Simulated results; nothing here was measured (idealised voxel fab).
Herein follows the process module entitled voxel wiring stack.
Xsec cut, 220 nm wide, square cell size 5 nm.
Square cells in a grid make up a cross-section in this document, and the grid is given as bands, listed from the top down, each one or more rows of cells.
What a band's entry tells you: where the top is and where the bottom is, as heights in nm, and after that what lies inside, material by material from left to right, each with its width in nm. Empty space is written as the word "blank", and a single material marked with the word "edge to edge" occupies the band from edge to edge.
Ref level 0: as-received wafer is one material below here. Bottom band extends down with no lower bound ("0 down").
Graded width ("30 to 40"): value in top row of band = first number; value in bottom row = second number; row-to-row change constant.
For the purposes of this document, the phrase "remains unaltered" attached to a step denotes that no cell within the cross-section was modified by that step.
"Fully sealed voids" lists enclosed empty spaces (at least 8 cells, no open path upward to the top), each as width x height at distance from the left edge, in nm.
Anything after a step's settings on that line? It's the simulator's own note about the step.
What "overlay nm" on a step's line means: if the step has a mask, that mask lay this far to the right of its planned place, or, when the value is negative, to the left.

Planned process steps:
1) RECEIVE, material Si
2) CONFORMAL_DEP, material SiO2, thk nm 15
3) CONFORMAL_DEP, material SiN, thk nm 5
4) DIRECTIONAL_DEP, material SiO2, thk nm 25
5) DIRECTIONAL_DEP, material aC, thk nm 15
6) PATTERN, tone open, mask id METAL_1, material resist, width nm 30, pitch nm 50, thk nm 35, overlay nm 0
7) DIRECTIONAL_ETCH, etch materials aC, depth nm 15
8) STRIP, etch materials resist
9) DIRECTIONAL_ETCH, etch materials SiO2, depth nm 25
10) DIRECTIONAL_ETCH, etch materials SiN, depth nm 5
11) STRIP, etch materials aC
12) CONFORMAL_DEP, material TiN, thk nm 5
13) FILL_DEP, material W, thk nm 5
14) CMP, height nm 45
15) EPI, material Ru, thk nm 5
16) FILL_DEP, material SiCN, thk nm 5
17) DIRECTIONAL_DEP, material lowk, thk nm 35
18) MASKED_ETCH, tone open, mask id METAL_2, width nm 30, pitch nm 50, etch materials lowk, depth nm 20, overlay nm 0
19) MASKED_ETCH, tone open, mask id METAL_2_HOLES, width nm 15, pitch nm 50, etch materials lowk, depth nm 15, overlay nm 0
20) MASKED_ETCH, tone open, mask id METAL_2_HOLES, width nm 15, pitch nm 50, etch materials SiCN, depth nm 5, overlay nm 0
21) CONFORMAL_DEP, material TiN, thk nm 5
22) FILL_DEP, material Cu, thk nm 10
23) CMP, height nm 90
24) CONFORMAL_DEP, material SiCN, thk nm 5

The first of two wafers, run as planned:

Cross-section of the wafer upon arrival, representing the state reached after step 1:
	0 down = Si edge to edge
	Fully sealed voids: none

How the wafer stands in section after step 2:
	15 to 0 = SiO2 edge to edge
	Beneath the level 0, the cross-section is identical to its previous state.

How the wafer stands in section after step 3:
	20 to 15 = SiN edge to edge
	Beneath the level 15, the cross-section is identical to its previous state.

How the wafer stands in section after step 4:
	45 to 20 = SiO2 edge to edge
	Beneath the level 20, the cross-section is identical to its previous state.

How the wafer stands in section after step 5:
	60 to 45 = aC edge to edge
	Beneath the level 45, the cross-section is identical to its previous state.

How the wafer stands in section after step 6:
	95 to 60 = 20 resist; 30 blank; 20 resist; 30 blank; 20 resist; 30 blank; 20 resist; 30 blank; 20 resist
	Beneath the level 60, the cross-section is identical to its previous state.

How the wafer stands in section after step 7:
	80 to 60 = 20 resist; 30 blank; 20 resist; 30 blank; 20 resist; 30 blank; 20 resist; 30 blank; 20 resist
	60 to 45 = 20 aC; 30 blank; 20 aC; 30 blank; 20 aC; 30 blank; 20 aC; 30 blank; 20 aC
	Beneath the level 45, the cross-section is identical to its previous state.

How the wafer stands in section after step 8:
	60 to 45 = 20 aC; 30 blank; 20 aC; 30 blank; 20 aC; 30 blank; 20 aC; 30 blank; 20 aC
	Beneath the level 45, the cross-section is identical to its previous state.

How the wafer stands in section after step 9:
	60 to 45 = 20 aC; 30 blank; 20 aC; 30 blank; 20 aC; 30 blank; 20 aC; 30 blank; 20 aC
	45 to 20 = 20 SiO2; 30 blank; 20 SiO2; 30 blank; 20 SiO2; 30 blank; 20 SiO2; 30 blank; 20 SiO2
	Beneath the level 20, the cross-section is identical to its previous state.

How the wafer stands in section after step 10:
	60 to 45 = 20 aC; 30 blank; 20 aC; 30 blank; 20 aC; 30 blank; 20 aC; 30 blank; 20 aC
	45 to 20 = 20 SiO2; 30 blank; 20 SiO2; 30 blank; 20 SiO2; 30 blank; 20 SiO2; 30 blank; 20 SiO2
	20 to 15 = 20 SiN; 30 blank; 20 SiN; 30 blank; 20 SiN; 30 blank; 20 SiN; 30 blank; 20 SiN
	Beneath the level 15, the cross-section is identical to its previous state.

How the wafer stands in section after step 11:
	45 to 20 = 20 SiO2; 30 blank; 20 SiO2; 30 blank; 20 SiO2; 30 blank; 20 SiO2; 30 blank; 20 SiO2
	Beneath the level 20, the cross-section is identical to its previous state.

How the wafer stands in section after step 12:
	50 to 45 = 25 TiN; 20 blank; 30 TiN; 20 blank; 30 TiN; 20 blank; 30 TiN; 20 blank; 25 TiN
	45 to 20 = 20 SiO2; 5 TiN; 20 blank; 5 TiN; 20 SiO2; 5 TiN; 20 blank; 5 TiN; 20 SiO2; 5 TiN; 20 blank; 5 TiN; 20 SiO2; 5 TiN; 20 blank; 5 TiN; 20 SiO2
	20 to 15 = 20 SiN; 30 TiN; 20 SiN; 30 TiN; 20 SiN; 30 TiN; 20 SiN; 30 TiN; 20 SiN
	Beneath the level 15, the cross-section is identical to its previous state.

How the wafer stands in section after step 13:
	55 to 50 = W edge to edge
	50 to 45 = 25 TiN; 20 W; 30 TiN; 20 W; 30 TiN; 20 W; 30 TiN; 20 W; 25 TiN
	45 to 20 = 20 SiO2; 5 TiN; 20 W; 5 TiN; 20 SiO2; 5 TiN; 20 W; 5 TiN; 20 SiO2; 5 TiN; 20 W; 5 TiN; 20 SiO2; 5 TiN; 20 W; 5 TiN; 20 SiO2
	Beneath the level 20, the cross-section is identical to its previous state.

How the wafer stands in section after step 14:
	45 to 20 = 20 SiO2; 5 TiN; 20 W; 5 TiN; 20 SiO2; 5 TiN; 20 W; 5 TiN; 20 SiO2; 5 TiN; 20 W; 5 TiN; 20 SiO2; 5 TiN; 20 W; 5 TiN; 20 SiO2
	Beneath the level 20, the cross-section is identical to its previous state.

How the wafer stands in section after step 15:
	50 to 45 = 15 blank; 40 Ru; 10 blank; 40 Ru; 10 blank; 40 Ru; 10 blank; 40 Ru; 15 blank
	Beneath the level 45, the cross-section is identical to its previous state.

How the wafer stands in section after step 16:
	55 to 50 = SiCN edge to edge
	50 to 45 = 15 SiCN; 40 Ru; 10 SiCN; 40 Ru; 10 SiCN; 40 Ru; 10 SiCN; 40 Ru; 15 SiCN
	Beneath the level 45, the cross-section is identical to its previous state.

How the wafer stands in section after step 17:
	90 to 55 = lowk edge to edge
	Beneath the level 55, the cross-section is identical to its previous state.

How the wafer stands in section after step 18:
	90 to 70 = 20 lowk; 30 blank; 20 lowk; 30 blank; 20 lowk; 30 blank; 20 lowk; 30 blank; 20 lowk
	Beneath the level 70, the cross-section is identical to its previous state.

How the wafer stands in section after step 19:
	90 to 70 = 20 lowk; 30 blank; 20 lowk; 30 blank; 20 lowk; 30 blank; 20 lowk; 30 blank; 20 lowk
	70 to 55 = 20 lowk; 15 blank; 35 lowk; 15 blank; 35 lowk; 15 blank; 35 lowk; 15 blank; 35 lowk
	Beneath the level 55, the cross-section is identical to its previous state.

How the wafer stands in section after step 20:
	90 to 70 = 20 lowk; 30 blank; 20 lowk; 30 blank; 20 lowk; 30 blank; 20 lowk; 30 blank; 20 lowk
	70 to 55 = 20 lowk; 15 blank; 35 lowk; 15 blank; 35 lowk; 15 blank; 35 lowk; 15 blank; 35 lowk
	55 to 50 = 20 SiCN; 15 blank; 35 SiCN; 15 blank; 35 SiCN; 15 blank; 35 SiCN; 15 blank; 35 SiCN
	Beneath the level 50, the cross-section is identical to its previous state.

How the wafer stands in section after step 21:
	95 to 90 = 25 TiN; 20 blank; 30 TiN; 20 blank; 30 TiN; 20 blank; 30 TiN; 20 blank; 25 TiN
	90 to 75 = 20 lowk; 5 TiN; 20 blank; 5 TiN; 20 lowk; 5 TiN; 20 blank; 5 TiN; 20 lowk; 5 TiN; 20 blank; 5 TiN; 20 lowk; 5 TiN; 20 blank; 5 TiN; 20 lowk
	75 to 70 = 20 lowk; 5 TiN; 5 blank; 20 TiN; 20 lowk; 5 TiN; 5 blank; 20 TiN; 20 lowk; 5 TiN; 5 blank; 20 TiN; 20 lowk; 5 TiN; 5 blank; 20 TiN; 20 lowk
	70 to 55 = 20 lowk; 5 TiN; 5 blank; 5 TiN; 35 lowk; 5 TiN; 5 blank; 5 TiN; 35 lowk; 5 TiN; 5 blank; 5 TiN; 35 lowk; 5 TiN; 5 blank; 5 TiN; 35 lowk
	55 to 50 = 20 SiCN; 15 TiN; 35 SiCN; 15 TiN; 35 SiCN; 15 TiN; 35 SiCN; 15 TiN; 35 SiCN
	Beneath the level 50, the cross-section is identical to its previous state.

How the wafer stands in section after step 22:
	105 to 95 = Cu edge to edge
	95 to 90 = 25 TiN; 20 Cu; 30 TiN; 20 Cu; 30 TiN; 20 Cu; 30 TiN; 20 Cu; 25 TiN
	90 to 75 = 20 lowk; 5 TiN; 20 Cu; 5 TiN; 20 lowk; 5 TiN; 20 Cu; 5 TiN; 20 lowk; 5 TiN; 20 Cu; 5 TiN; 20 lowk; 5 TiN; 20 Cu; 5 TiN; 20 lowk
	75 to 70 = 20 lowk; 5 TiN; 5 Cu; 20 TiN; 20 lowk; 5 TiN; 5 Cu; 20 TiN; 20 lowk; 5 TiN; 5 Cu; 20 TiN; 20 lowk; 5 TiN; 5 Cu; 20 TiN; 20 lowk
	70 to 55 = 20 lowk; 5 TiN; 5 Cu; 5 TiN; 35 lowk; 5 TiN; 5 Cu; 5 TiN; 35 lowk; 5 TiN; 5 Cu; 5 TiN; 35 lowk; 5 TiN; 5 Cu; 5 TiN; 35 lowk
	Beneath the level 55, the cross-section is identical to its previous state.

How the wafer stands in section after step 23:
	90 to 75 = 20 lowk; 5 TiN; 20 Cu; 5 TiN; 20 lowk; 5 TiN; 20 Cu; 5 TiN; 20 lowk; 5 TiN; 20 Cu; 5 TiN; 20 lowk; 5 TiN; 20 Cu; 5 TiN; 20 lowk
	Beneath the level 75, the cross-section is identical to its previous state.

How the wafer stands in section after step 24:
	95 to 90 = SiCN edge to edge
	Beneath the level 90, the cross-section is identical to its previous state.

Wafer two of two - same starting point, same process plan, one mistake in execution; matches wafer one up to and including step 22:

Second wafer profile in section, at the moment step 23 of the plan was meant to be complete:
	95 to 90 = 25 TiN; 20 Cu; 30 TiN; 20 Cu; 30 TiN; 20 Cu; 30 TiN; 20 Cu; 25 TiN
	Beneath the level 90, the cross-section is identical to its previous state.

Second wafer profile in section, at the moment step 24 of the plan was meant to be complete:
	100 to 95 = SiCN edge to edge
	Beneath the level 95, the cross-section is identical to its previous state.
Where did the run depart from the plan? heads up, step 23 didn't go per plan, it actually ran as CMP, height nm 95
Final tally in cells, some materials are higher or lower on the second wafer than on the first: 16 more of Cu, 28 more of TiN
